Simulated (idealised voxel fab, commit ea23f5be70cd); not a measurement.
A process module follows: voxel capacitor over wiring.
Cross-section cut: width 295 nm, square cells of 5 nm.
How to read a cross-section here: the picture is a grid of square cells, written as bands going from the top down, and any band can span one or more rows of cells.
Look at the band entry: it leads with the top's height and the bottom's height in nm. Then it lists the materials left to right, with a width in nm for each. The word "throughout" on a single material says that material fills the band edge to edge. The word "blank" is empty space.
Below 0: as-received wafer, all one material; heights counted from there. Lowest band: no bottom, goes on down, written "0..down".
The notation "30->40" denotes a width that varies across the rows of cells in the band, beginning at the first number in the top row, finishing at the second number in the bottom row, and changing by an identical amount from each row to the next.
Where the words "left unchanged" appear for a step, the cross-section shows no cell changed by that step; every cell remained as before.
For the entry "Closed void catalog", the listed items are empty spaces with no open way to the top whose size is 8 cells or more; each item follows the pattern width x height at distance, where distance is from the left edge and all three are in nm.
Heads up: the bit after the settings on a step's line is the simulator's remark on that step.
If you see "overlay nm" on a step's line and that step has a mask, it's telling you how far right of where it was planned the mask ended up; a negative number means it went left instead.
These are the steps we planned for the process
| 1 | RECEIVE: material Si |
| 2 | CONFORMAL_DEP: material SiO2, thk nm 10 |
| 3 | DIRECTIONAL_DEP: material TiN, thk nm 5 |
| 4 | DIRECTIONAL_DEP: material Ru, thk nm 20 |
| 5 | PATTERN: tone cover, mask id METAL_1, material resist, width nm 20, pitch nm 80, thk nm 15, overlay nm 0 |
| 6 | DIRECTIONAL_ETCH: etch materials Ru, depth nm 20 |
| 7 | DIRECTIONAL_ETCH: etch materials TiN, depth nm 5 |
| 8 | STRIP: etch materials resist |
| 9 | CONFORMAL_DEP: material SiN, thk nm 5 |
| 10 | FILL_DEP: material SiO2, thk nm 10 |
| 11 | CMP: height nm 35 |
| 12 | CONFORMAL_DEP: material SiCN, thk nm 5 |
| 13 | DIRECTIONAL_DEP: material SiO2, thk nm 20 |
| 14 | MASKED_ETCH: tone open, mask id PLUG_1, width nm 15, etch materials SiO2, depth nm 20, overlay nm 0 |
| 15 | MASKED_ETCH: tone open, mask id PLUG_1, width nm 15, etch materials SiCN, depth nm 5, overlay nm 0 |
| 16 | CONFORMAL_DEP: material TiN, thk nm 5 |
| 17 | FILL_DEP: material W, thk nm 10 |
| 18 | CMP: height nm 60 |
| 19 | DIRECTIONAL_DEP: material TiN, thk nm 5 |
| 20 | DIRECTIONAL_DEP: material Al2O3, thk nm 5 |
| 21 | DIRECTIONAL_DEP: material TiN, thk nm 5 |
| 22 | MASKED_ETCH: tone cover, mask id UPPER_PLATE, width nm 65, etch materials TiN, depth nm 5, overlay nm 0 |
| 23 | MASKED_ETCH: tone cover, mask id UPPER_PLATE, width nm 65, etch materials Al2O3, depth nm 5, overlay nm 0 |
| 24 | PATTERN: tone cover, mask id LOWER_PLATE, material resist, width nm 75, thk nm 20, overlay nm 0 |
| 25 | DIRECTIONAL_ETCH: etch materials TiN, depth nm 5 |
| 26 | STRIP: etch materials resist |
| 27 | FILL_DEP: material SiO2, thk nm 20 |
| 28 | CMP: height nm 90 |
| 29 | PATTERN: tone open, mask id PLUG_2, material resist, width nm 15, thk nm 20, overlay nm 0 |
| 30 | DIRECTIONAL_ETCH: etch materials SiO2, depth nm 15 |
| 31 | STRIP: etch materials resist |
| 32 | CONFORMAL_DEP: material TiN, thk nm 5 |
| 33 | FILL_DEP: material Ru, thk nm 10 |
| 34 | CMP: height nm 90 |
| 35 | CONFORMAL_DEP: material SiCN, thk nm 5 |
First of two wafers - as planned
Cross-section of the wafer upon arrival, representing the state reached after step 1
	0..down | Si throughout
	Closed void catalog: none
Wafer after step 2 (cross-section)
	10..0 | SiO2 throughout
	Whatever lies below 0 is exactly as it was before.
Wafer after step 3 (cross-section)
	15..10 | TiN throughout
	Whatever lies below 10 is exactly as it was before.
Wafer after step 4 (cross-section)
	35..15 | Ru throughout
	Whatever lies below 15 is exactly as it was before.
Wafer after step 5 (cross-section)
	50..35 | blank=95; resist=20; blank=60; resist=20; blank=100
	Whatever lies below 35 is exactly as it was before.
Wafer after step 6 (cross-section)
	50..35 | blank=95; resist=20; blank=60; resist=20; blank=100
	35..15 | blank=95; Ru=20; blank=60; Ru=20; blank=100
	Whatever lies below 15 is exactly as it was before.
Wafer after step 7 (cross-section)
	50..35 | blank=95; resist=20; blank=60; resist=20; blank=100
	35..15 | blank=95; Ru=20; blank=60; Ru=20; blank=100
	15..10 | blank=95; TiN=20; blank=60; TiN=20; blank=100
	Whatever lies below 10 is exactly as it was before.
Wafer after step 8 (cross-section)
	35..15 | blank=95; Ru=20; blank=60; Ru=20; blank=100
	Whatever lies below 15 is exactly as it was before.
Wafer after step 9 (cross-section)
	40..35 | blank=90; SiN=30; blank=50; SiN=30; blank=95
	35..15 | blank=90; SiN=5; Ru=20; SiN=5; blank=50; SiN=5; Ru=20; SiN=5; blank=95
	15..10 | SiN=95; TiN=20; SiN=60; TiN=20; SiN=100
	Whatever lies below 10 is exactly as it was before.
Wafer after step 10 (cross-section)
	50..40 | SiO2 throughout
	40..35 | SiO2=90; SiN=30; SiO2=50; SiN=30; SiO2=95
	35..15 | SiO2=90; SiN=5; Ru=20; SiN=5; SiO2=50; SiN=5; Ru=20; SiN=5; SiO2=95
	Whatever lies below 15 is exactly as it was before.
Wafer after step 11 (cross-section)
	35..15 | SiO2=90; SiN=5; Ru=20; SiN=5; SiO2=50; SiN=5; Ru=20; SiN=5; SiO2=95
	Whatever lies below 15 is exactly as it was before.
Wafer after step 12 (cross-section)
	40..35 | SiCN throughout
	Whatever lies below 35 is exactly as it was before.
Wafer after step 13 (cross-section)
	60..40 | SiO2 throughout
	Whatever lies below 40 is exactly as it was before.
Wafer after step 14 (cross-section)
	60..40 | SiO2=100; blank=15; SiO2=180
	Whatever lies below 40 is exactly as it was before.
Wafer after step 15 (cross-section)
	60..40 | SiO2=100; blank=15; SiO2=180
	40..35 | SiCN=100; blank=15; SiCN=180
	Whatever lies below 35 is exactly as it was before.
Wafer after step 16 (cross-section)
	65..60 | TiN=105; blank=5; TiN=185
	60..40 | SiO2=100; TiN=5; blank=5; TiN=5; SiO2=180
	40..35 | SiCN=100; TiN=15; SiCN=180
	Whatever lies below 35 is exactly as it was before.
Wafer after step 17 (cross-section)
	75..65 | W throughout
	65..60 | TiN=105; W=5; TiN=185
	60..40 | SiO2=100; TiN=5; W=5; TiN=5; SiO2=180
	Whatever lies below 40 is exactly as it was before.
Wafer after step 18 (cross-section)
	60..40 | SiO2=100; TiN=5; W=5; TiN=5; SiO2=180
	Whatever lies below 40 is exactly as it was before.
Wafer after step 19 (cross-section)
	65..60 | TiN throughout
	Whatever lies below 60 is exactly as it was before.
Wafer after step 20 (cross-section)
	70..65 | Al2O3 throughout
	Whatever lies below 65 is exactly as it was before.
Wafer after step 21 (cross-section)
	75..70 | TiN throughout
	Whatever lies below 70 is exactly as it was before.
Wafer after step 22 (cross-section)
	75..70 | blank=100; TiN=65; blank=130
	Whatever lies below 70 is exactly as it was before.
Wafer after step 23 (cross-section)
	75..70 | blank=100; TiN=65; blank=130
	70..65 | blank=100; Al2O3=65; blank=130
	Whatever lies below 65 is exactly as it was before.
Wafer after step 24 (cross-section)
	95..75 | blank=95; resist=75; blank=125
	75..70 | blank=95; resist=5; TiN=65; resist=5; blank=125
	70..65 | blank=95; resist=5; Al2O3=65; resist=5; blank=125
	Whatever lies below 65 is exactly as it was before.
Wafer after step 25 (cross-section)
	95..75 | blank=95; resist=75; blank=125
	75..70 | blank=95; resist=5; TiN=65; resist=5; blank=125
	70..65 | blank=95; resist=5; Al2O3=65; resist=5; blank=125
	65..60 | blank=95; TiN=75; blank=125
	Whatever lies below 60 is exactly as it was before.
Wafer after step 26 (cross-section)
	75..70 | blank=100; TiN=65; blank=130
	70..65 | blank=100; Al2O3=65; blank=130
	Whatever lies below 65 is exactly as it was before.
Wafer after step 27 (cross-section)
	95..75 | SiO2 throughout
	75..70 | SiO2=100; TiN=65; SiO2=130
	70..65 | SiO2=100; Al2O3=65; SiO2=130
	65..60 | SiO2=95; TiN=75; SiO2=125
	Whatever lies below 60 is exactly as it was before.
Wafer after step 28 (cross-section)
	90..75 | SiO2 throughout
	Whatever lies below 75 is exactly as it was before.
Wafer after step 29 (cross-section)
	110..90 | resist=110; blank=15; resist=170
	Whatever lies below 90 is exactly as it was before.
Wafer after step 30 (cross-section)
	110..90 | resist=110; blank=15; resist=170
	90..75 | SiO2=110; blank=15; SiO2=170
	Whatever lies below 75 is exactly as it was before.
Wafer after step 31 (cross-section)
	90..75 | SiO2=110; blank=15; SiO2=170
	Whatever lies below 75 is exactly as it was before.
Wafer after step 32 (cross-section)
	95..90 | TiN=115; blank=5; TiN=175
	90..80 | SiO2=110; TiN=5; blank=5; TiN=5; SiO2=170
	80..70 | SiO2=110->100; TiN=15->65; SiO2=170->130
	Whatever lies below 70 is exactly as it was before.
Wafer after step 33 (cross-section)
	105..95 | Ru throughout
	95..90 | TiN=115; Ru=5; TiN=175
	90..80 | SiO2=110; TiN=5; Ru=5; TiN=5; SiO2=170
	Whatever lies below 80 is exactly as it was before.
Wafer after step 34 (cross-section)
	90..80 | SiO2=110; TiN=5; Ru=5; TiN=5; SiO2=170
	Whatever lies below 80 is exactly as it was before.
Wafer after step 35 (cross-section)
	95..90 | SiCN throughout
	Whatever lies below 90 is exactly as it was before.
Second wafer, same starting state and plan as the first, one mistake in the run, identical through step 4
Cross-section of the second wafer when, according to plan, step 5 should have finished
	50..35 | blank=85; resist=20; blank=60; resist=20; blank=110
	Whatever lies below 35 is exactly as it was before.
Cross-section of the second wafer when, according to plan, step 6 should have finished
	50..35 | blank=85; resist=20; blank=60; resist=20; blank=110
	35..15 | blank=85; Ru=20; blank=60; Ru=20; blank=110
	Whatever lies below 15 is exactly as it was before.
Cross-section of the second wafer when, according to plan, step 7 should have finished
	50..35 | blank=85; resist=20; blank=60; resist=20; blank=110
	35..15 | blank=85; Ru=20; blank=60; Ru=20; blank=110
	15..10 | blank=85; TiN=20; blank=60; TiN=20; blank=110
	Whatever lies below 10 is exactly as it was before.
Cross-section of the second wafer when, according to plan, step 8 should have finished
	35..15 | blank=85; Ru=20; blank=60; Ru=20; blank=110
	Whatever lies below 15 is exactly as it was before.
Cross-section of the second wafer when, according to plan, step 9 should have finished
	40..35 | blank=80; SiN=30; blank=50; SiN=30; blank=105
	35..15 | blank=80; SiN=5; Ru=20; SiN=5; blank=50; SiN=5; Ru=20; SiN=5; blank=105
	15..10 | SiN=85; TiN=20; SiN=60; TiN=20; SiN=110
	Whatever lies below 10 is exactly as it was before.
Cross-section of the second wafer when, according to plan, step 10 should have finished
	50..40 | SiO2 throughout
	40..35 | SiO2=80; SiN=30; SiO2=50; SiN=30; SiO2=105
	35..15 | SiO2=80; SiN=5; Ru=20; SiN=5; SiO2=50; SiN=5; Ru=20; SiN=5; SiO2=105
	Whatever lies below 15 is exactly as it was before.
Cross-section of the second wafer when, according to plan, step 11 should have finished
	35..15 | SiO2=80; SiN=5; Ru=20; SiN=5; SiO2=50; SiN=5; Ru=20; SiN=5; SiO2=105
	Whatever lies below 15 is exactly as it was before.
Cross-section of the second wafer when, according to plan, step 12 should have finished
	40..35 | SiCN throughout
	Whatever lies below 35 is exactly as it was before.
Cross-section of the second wafer when, according to plan, step 13 should have finished
	60..40 | SiO2 throughout
	Whatever lies below 40 is exactly as it was before.
Cross-section of the second wafer when, according to plan, step 14 should have finished
	60..40 | SiO2=100; blank=15; SiO2=180
	Whatever lies below 40 is exactly as it was before.
Cross-section of the second wafer when, according to plan, step 15 should have finished
	60..40 | SiO2=100; blank=15; SiO2=180
	40..35 | SiCN=100; blank=15; SiCN=180
	Whatever lies below 35 is exactly as it was before.
Cross-section of the second wafer when, according to plan, step 16 should have finished
	65..60 | TiN=105; blank=5; TiN=185
	60..40 | SiO2=100; TiN=5; blank=5; TiN=5; SiO2=180
	40..35 | SiCN=100; TiN=15; SiCN=180
	Whatever lies below 35 is exactly as it was before.
Cross-section of the second wafer when, according to plan, step 17 should have finished
	75..65 | W throughout
	65..60 | TiN=105; W=5; TiN=185
	60..40 | SiO2=100; TiN=5; W=5; TiN=5; SiO2=180
	Whatever lies below 40 is exactly as it was before.
Cross-section of the second wafer when, according to plan, step 18 should have finished
	60..40 | SiO2=100; TiN=5; W=5; TiN=5; SiO2=180
	Whatever lies below 40 is exactly as it was before.
Cross-section of the second wafer when, according to plan, step 19 should have finished
	65..60 | TiN throughout
	Whatever lies below 60 is exactly as it was before.
Cross-section of the second wafer when, according to plan, step 20 should have finished
	70..65 | Al2O3 throughout
	Whatever lies below 65 is exactly as it was before.
Cross-section of the second wafer when, according to plan, step 21 should have finished
	75..70 | TiN throughout
	Whatever lies below 70 is exactly as it was before.
Cross-section of the second wafer when, according to plan, step 22 should have finished
	75..70 | blank=100; TiN=65; blank=130
	Whatever lies below 70 is exactly as it was before.
Cross-section of the second wafer when, according to plan, step 23 should have finished
	75..70 | blank=100; TiN=65; blank=130
	70..65 | blank=100; Al2O3=65; blank=130
	Whatever lies below 65 is exactly as it was before.
Cross-section of the second wafer when, according to plan, step 24 should have finished
	95..75 | blank=95; resist=75; blank=125
	75..70 | blank=95; resist=5; TiN=65; resist=5; blank=125
	70..65 | blank=95; resist=5; Al2O3=65; resist=5; blank=125
	Whatever lies below 65 is exactly as it was before.
Cross-section of the second wafer when, according to plan, step 25 should have finished
	95..75 | blank=95; resist=75; blank=125
	75..70 | blank=95; resist=5; TiN=65; resist=5; blank=125
	70..65 | blank=95; resist=5; Al2O3=65; resist=5; blank=125
	65..60 | blank=95; TiN=75; blank=125
	Whatever lies below 60 is exactly as it was before.
Cross-section of the second wafer when, according to plan, step 26 should have finished
	75..70 | blank=100; TiN=65; blank=130
	70..65 | blank=100; Al2O3=65; blank=130
	Whatever lies below 65 is exactly as it was before.
Cross-section of the second wafer when, according to plan, step 27 should have finished
	95..75 | SiO2 throughout
	75..70 | SiO2=100; TiN=65; SiO2=130
	70..65 | SiO2=100; Al2O3=65; SiO2=130
	65..60 | SiO2=95; TiN=75; SiO2=125
	Whatever lies below 60 is exactly as it was before.
Cross-section of the second wafer when, according to plan, step 28 should have finished
	90..75 | SiO2 throughout
	Whatever lies below 75 is exactly as it was before.
Cross-section of the second wafer when, according to plan, step 29 should have finished
	110..90 | resist=110; blank=15; resist=170
	Whatever lies below 90 is exactly as it was before.
Cross-section of the second wafer when, according to plan, step 30 should have finished
	110..90 | resist=110; blank=15; resist=170
	90..75 | SiO2=110; blank=15; SiO2=170
	Whatever lies below 75 is exactly as it was before.
Cross-section of the second wafer when, according to plan, step 31 should have finished
	90..75 | SiO2=110; blank=15; SiO2=170
	Whatever lies below 75 is exactly as it was before.
Cross-section of the second wafer when, according to plan, step 32 should have finished
	95..90 | TiN=115; blank=5; TiN=175
	90..80 | SiO2=110; TiN=5; blank=5; TiN=5; SiO2=170
	80..70 | SiO2=110->100; TiN=15->65; SiO2=170->130
	Whatever lies below 70 is exactly as it was before.
Cross-section of the second wafer when, according to plan, step 33 should have finished
	105..95 | Ru throughout
	95..90 | TiN=115; Ru=5; TiN=175
	90..80 | SiO2=110; TiN=5; Ru=5; TiN=5; SiO2=170
	Whatever lies below 80 is exactly as it was before.
Cross-section of the second wafer when, according to plan, step 34 should have finished
	90..80 | SiO2=110; TiN=5; Ru=5; TiN=5; SiO2=170
	Whatever lies below 80 is exactly as it was before.
Cross-section of the second wafer when, according to plan, step 35 should have finished
	95..90 | SiCN throughout
	Whatever lies below 90 is exactly as it was before.
Which mistake was made when the wafer was run? in deviation from the planned setting, step 5 was conducted as PATTERN: tone cover, mask id METAL_1, material resist, width nm 20, pitch nm 80, thk nm 15, overlay nm -10
End check, second vs first wafer: material counts in cells match, positions do not.
